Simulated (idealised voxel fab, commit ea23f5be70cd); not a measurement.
Module name: voxel gate over fins (process module)
Cross-section cut: width 195 nm, square cells of 5 nm.
For the purposes of this document, a cross-section shall be understood as a grid of square cells, specified as bands listed in top-to-bottom order, each band consisting of one or more rows of cells. Band: top and bottom heights (nm) first, top before bottom; then materials from left to right, widths in nm. "edge to edge" marks a sole material filling the band edge to edge. "blank" denotes empty space. Zero point of the height axis is 0; under it, received wafer = one material. Lowest band: continues down indefinitely, "z 0 and below". With a width like "30..40", each row of cells in the band differs from the next by the same amount, the top row carrying the first number and the bottom row the second. It should be understood that the words "stayed the same", when stated for a given step, signify that the cross-section underwent no change in any of its cells during that step. "Closed void catalog" - sealed voids, min. 8 cells, no opening to top; format: width x height at distance (distance from left edge; nm throughout). Where a step's line continues beyond its settings, the continuation is a remark by the simulator itself on that step. overlay nm, on a step with a mask: how far to the right of its planned place the mask lay; to the left if negative.

**plan**
1: RECEIVE with material Si
2: CONFORMAL_DEP with material SiN, thk nm 10
3: PATTERN with tone cover, mask id FINS, material resist, width nm 15, pitch nm 40, thk nm 15, overlay nm 0
4: DIRECTIONAL_ETCH with etch materials SiN, depth nm 10
5: DIRECTIONAL_ETCH with etch materials Si, depth nm 30
6: STRIP with etch materials resist
7: OXIDIZE with depth nm 5
8: FILL_DEP with material SiO2, thk nm 5
9: CMP with height nm 10
10: SELECTIVE_ETCH with etch materials SiO2, depth nm 25
11: STRIP with etch materials SiN
12: CONFORMAL_DEP with material HfO2, thk nm 5
13: CONFORMAL_DEP with material TiN, thk nm 5
14: CONFORMAL_DEP with material TiAl, thk nm 5
15: CONFORMAL_DEP with material TiN, thk nm 5
16: FILL_DEP with material W, thk nm 15
17: CMP with height nm 30
18: CONFORMAL_DEP with material SiCN, thk nm 5

**Delivered wafer in cross-section: state after step 1**
z 0 and below = Si edge to edge
Closed void catalog: none

**Wafer at module end, in section. Began as above, planned as above, run with one mistake**
z 35 to 30 = SiCN edge to edge
z 30 to 15 = W edge to edge
z 15 to 5 = W (60); TiN (35); W (5); TiN (35); W (60)
z 5 to 0 = W (60); TiN (10); HfO2 (15); TiN (10); W (5); TiN (10); HfO2 (15); TiN (10); W (60)
z 0 to -10 = TiN (70); HfO2 (5); Si (5); HfO2 (5); TiN (25); HfO2 (5); Si (5); HfO2 (5); TiN (70)
z -10 to -15 = HfO2 (75); Si (5); HfO2 (35); Si (5); HfO2 (75)
z -15 to -35 = SiO2 (75); Si (5); SiO2 (35); Si (5); SiO2 (75)
z -35 and below = Si edge to edge
Closed void catalog: none
What was done differently from what was planned? yeah, step 14 of the plan got skipped, never ran
